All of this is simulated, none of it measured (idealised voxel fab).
The process module presented herein is designated voxel double patterning.
Displayed cross-section: cut, width of 275 nm, square cells sized 5 nm.
Just so we're on the same page, the cross-sections are grids of square cells, and they're listed out in bands top to bottom, each band one or more rows deep.
Heights first: top, then bottom, in nm. Then materials, left to right, each with a width in nm. "full width" on a single material: fills the band edge to edge. "empty": empty space.
For the purposes of this specification, 0 denotes the height below which the wafer in its as-received condition is composed wholly of one material, and the lowermost band, lacking a lower limit, extends downward without end, as expressed in "0 nm and below".
Top row gets the first number, bottom row gets the second, and each row in between changes by the same step: that is how a band width like "30->40" works.
What does "no change occurred" mean for a step? It means no cell of the cross-section changed in that step.
This entry, "Enclosed cavities", enumerates those empty regions of no fewer than 8 cells that possess no open connection to the top. Each region is reported in the form width x height at distance, the distance being taken from the left edge, with all three quantities expressed in nm.
On a step's line, text after the settings is the simulator commenting on that step.
The "overlay nm" setting may appear on a step's line; for a step that uses a mask, it gives how far to the right of its planned position the mask lay, and a negative value indicates the left.

### The following list gives the planned process steps
| 1 | RECEIVE with material Si |
| 2 | CONFORMAL_DEP with material SiO2, thk nm 10 |
| 3 | DIRECTIONAL_DEP with material polySi, thk nm 15 |
| 4 | DIRECTIONAL_DEP with material SiCN, thk nm 5 |
| 5 | MASKED_ETCH with tone open, mask id FIRST, width nm 15, pitch nm 50, etch materials SiCN, depth nm 5, overlay nm 0 |
| 6 | DIRECTIONAL_DEP with material aC, thk nm 10 |
| 7 | PATTERN with tone open, mask id SECOND, material resist, width nm 15, pitch nm 50, thk nm 25, overlay nm 0 |
| 8 | DIRECTIONAL_ETCH with etch materials aC, depth nm 10 |
| 9 | STRIP with etch materials resist |
| 10 | DIRECTIONAL_ETCH with etch materials SiCN, depth nm 5 |
| 11 | STRIP with etch materials aC |
| 12 | DIRECTIONAL_ETCH with etch materials polySi, depth nm 15 |
| 13 | STRIP with etch materials SiCN |
The plan's step 7 width nm is the first wafer's value; the wafers differ in this setting and start identical.

### Cross-section: the first of several wafers in its as-received state, i.e. following step 1
    0 nm and below  Si full width
    Enclosed cavities: none

### Below, a row for every wafer. Read it as the end-of-module picture: for each material the wafer shows its cells gained (+) or lost (-) since it was received, and then its closed voids
width nm 15 | +110 SiO2 | +120 polySi | Enclosed cavities: none
width nm 20 | +110 SiO2 | +114 polySi | Enclosed cavities: none
width nm 25 | +110 SiO2 | +108 polySi | Enclosed cavities: none
width nm 30 | +110 SiO2 | +102 polySi | Enclosed cavities: none
